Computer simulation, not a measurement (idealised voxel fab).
Process module in this document: voxel trench capacitor
It is cross-section cut that appears here, measuring 285 nm in width, its square cells being 5 nm in size.
Throughout this document, each cross-section is represented as a grid of square cells and is presented as a sequence of bands enumerated from the top downward, where a band comprises one or more rows of cells.
This entry defines a band. It first specifies the height of the band's top and the height of its bottom in nm, and then specifies the band's materials from left to right, stating each material with its width in nm. The word "throughout" identifies a single material that fills the band from edge to edge, while the word "air" identifies empty space.
Measure heights from 0. That's the level where, below it, the as-received wafer is all one material. The lowest band is bottomless and extends downward; write it as in "0 -> down".
Quick explanation for "30->40": the width changes in equal steps down the rows of cells, from the first number in the band's top row to the second number in its bottom row.
Any step labelled "nothing changed" changed none of the cells in the cross-section.
"Unvented cavities": empty spaces of 8 cells or more with no open way to the top, each given as width x height at distance, distance from the left edge, all in nm.
Anything after a step's settings on that line? It's the simulator's own note about the step.
You can add "overlay nm" to a step's line. For a step with a mask, it describes how far the mask lay to the right of its planned position, and a negative number describes a lay to the left.

Here's what the planned process steps look like:
1: RECEIVE (material Si)
2: CONFORMAL_DEP (material SiN; thk nm 10)
3: DIRECTIONAL_DEP (material aC; thk nm 10)
4: PATTERN (tone open; mask id TRENCH; material resist; width nm 25; pitch nm 50; thk nm 30; overlay nm 0)
5: DIRECTIONAL_ETCH (etch materials aC; depth nm 10)
6: STRIP (etch materials resist)
7: DIRECTIONAL_ETCH (etch materials SiN; depth nm 10)
8: DIRECTIONAL_ETCH (etch materials Si; depth nm 30)
9: STRIP (etch materials aC)
10: CONFORMAL_DEP (material SiO2; thk nm 5)
11: FILL_DEP (material polySi; thk nm 10)
12: CMP (height nm 10)

Cross-section: wafer on arrival = after step 1:
  0 -> down = Si throughout
  Unvented cavities: none

Same starting wafer, same plan as above, one mistake in the execution; this is the cross-section at the end of the module:
  10 -> 0 = SiN 105, then SiO2 5, then polySi 15, then SiO2 5, then SiN 25, then SiO2 5, then polySi 15, then SiO2 5, then SiN 105
  0 -> -55 = Si 105, then SiO2 5, then polySi 15, then SiO2 5, then Si 25, then SiO2 5, then polySi 15, then SiO2 5, then Si 105
  -55 -> -60 = Si 105, then SiO2 25, then Si 25, then SiO2 25, then Si 105
  -60 -> down = Si throughout
  Unvented cavities: none
What was done differently from what was planned? step 8 in the plan was executed twice
